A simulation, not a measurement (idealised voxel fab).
Process module name: voxel quadruple lines
The figure presents cross-section cut, which has a width of 170 nm and is divided into square cells with an edge length of 5 nm.
Throughout this document, each cross-section is represented as a grid of square cells and is presented as a sequence of bands enumerated from the top downward, where a band comprises one or more rows of cells.
What a band's entry tells you: where the top is and where the bottom is, as heights in nm, and after that what lies inside, material by material from left to right, each with its width in nm. Empty space is written as the word "empty", and a single material marked with the word "edge to edge" occupies the band from edge to edge.
Heights from 0 (as-received wafer is one material below). Bottom band endless downward, as "0 down".
The notation "30..40" denotes a width that varies across the rows of cells in the band, beginning at the first number in the top row, finishing at the second number in the bottom row, and changing by an identical amount from each row to the next.
Step note "everything unchanged" = no cross-section cell changed.
So "Fully enclosed voids" is basically the list of trapped voids: any empty space of 8 cells or more that can't reach the top through an opening. They're written width x height at distance, the distance being from the left edge, and it's all nm.
Read whatever lies past the settings on a step's line as the simulator's own remark about the step.
overlay nm: mask offset rightward from planned place, masked step; negative means leftward offset.
The planned process steps are enumerated hereunder:
1. RECEIVE (material Si)
2. CONFORMAL_DEP (material Al2O3; thk nm 5)
3. DIRECTIONAL_DEP (material W; thk nm 10)
4. DIRECTIONAL_DEP (material polySi; thk nm 15)
5. DIRECTIONAL_DEP (material aC; thk nm 20)
6. PATTERN (tone cover; mask id MANDREL; material resist; width nm 20; pitch nm 60; thk nm 30; overlay nm 0)
7. DIRECTIONAL_ETCH (etch materials aC; depth nm 20)
8. STRIP (etch materials resist)
9. CONFORMAL_DEP (material SiO2; thk nm 10)
10. DIRECTIONAL_ETCH (etch materials SiO2; depth nm 10)
11. STRIP (etch materials aC)
12. DIRECTIONAL_ETCH (etch materials polySi; depth nm 15)
13. STRIP (etch materials SiO2)
14. CONFORMAL_DEP (material SiCN; thk nm 5)
15. DIRECTIONAL_ETCH (etch materials SiCN; depth nm 5)
16. STRIP (etch materials polySi)
17. DIRECTIONAL_ETCH (etch materials W; depth nm 10)
18. STRIP (etch materials SiCN)
19. FILL_DEP (material SiO2; thk nm 10)
20. CMP (height nm 15)
Delivered wafer in cross-section: state after step 1:
0 down: Si edge to edge
Fully enclosed voids: none
Wafer at module end, in section. Began as above, planned as above, run with one mistake:
15 to 5: SiO2 20, W 5, SiO2 10, W 5, SiO2 10, W 5, SiO2 10, W 5, SiO2 10, W 5, SiO2 10, W 5, SiO2 10, W 5, SiO2 10, W 5, SiO2 40
5 to 0: Al2O3 edge to edge
0 down: Si edge to edge
Fully enclosed voids: none
Nonconformance to the process plan: heads up, step 6 didn't go per plan, it actually ran as PATTERN (tone cover; mask id MANDREL; material resist; width nm 20; pitch nm 60; thk nm 30; overlay nm -10)
